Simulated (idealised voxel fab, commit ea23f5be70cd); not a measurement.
The process module presented herein is designated voxel spacer lines.
We display cut, a cross-section 155 nm in width whose square cells are each 5 nm.
Each cross-section below is a grid of square cells, stated as bands in top-down order, with one or more rows of cells making up each band.
Band entry format. Leading values: height of top, height of bottom, nm. Remainder: materials in left-to-right order, each with its width in nm. Special words: "edge to edge" on a single material, which then fills the band edge to edge; "blank", empty space.
The level at which height equals 0 is the one under which the wafer, as it arrives, is entirely one material. No lower edge exists for the bottom band, which continues downward and is notated as in "0 and below".
It should be noted that a width expressed as "30->40" varies in equal increments from row to row of cells within the band, taking the value of the first number at the top row and that of the second number at the bottom row.
"stayed the same" means the step left every cell of the cross-section as it was.
If an empty space has no open way to the top and is at least 8 cells in size, "Fully sealed cavities" lists it, written width x height at distance, where distance is measured from the left edge and every value is in nm.
Post-settings text on a step line: simulator's own remark regarding the step.
"overlay nm" denotes, for a step that has a mask, the displacement of the mask to the right of its planned place, with negative values corresponding to the left.
**Listed below are the process steps as planned**
| 1 | RECEIVE,material Si |
| 2 | CONFORMAL_DEP,material SiO2,thk nm 10 |
| 3 | DIRECTIONAL_DEP,material polySi,thk nm 10 |
| 4 | DIRECTIONAL_DEP,material aC,thk nm 30 |
| 5 | PATTERN,tone cover,mask id MANDREL,material resist,width nm 20,pitch nm 60,thk nm 35,overlay nm 0 |
| 6 | DIRECTIONAL_ETCH,etch materials aC,depth nm 30 |
| 7 | STRIP,etch materials resist |
| 8 | CONFORMAL_DEP,material SiN,thk nm 10 |
| 9 | DIRECTIONAL_ETCH,etch materials SiN,depth nm 10 |
| 10 | STRIP,etch materials aC |
| 11 | DIRECTIONAL_ETCH,etch materials polySi,depth nm 10 |
| 12 | STRIP,etch materials SiN |
**The cross-section here shows the wafer as received, i.e. in its state after step 1**
* 0 and below = Si edge to edge
* Fully sealed cavities: none
**Final cross-section, module run with one mistake (start and plan as above)**
* 20 down to 10 = 20 blank / 10 polySi / 20 blank / 10 polySi / 20 blank / 10 polySi / 20 blank / 10 polySi / 35 blank
* 10 down to 0 = SiO2 edge to edge
* 0 and below = Si edge to edge
* Fully sealed cavities: none
Against the plan, the run slipped here: so step 5 ended up running with a different setting than we planned, it ran as PATTERN,tone cover,mask id MANDREL,material resist,width nm 20,pitch nm 60,thk nm 35,overlay nm -5
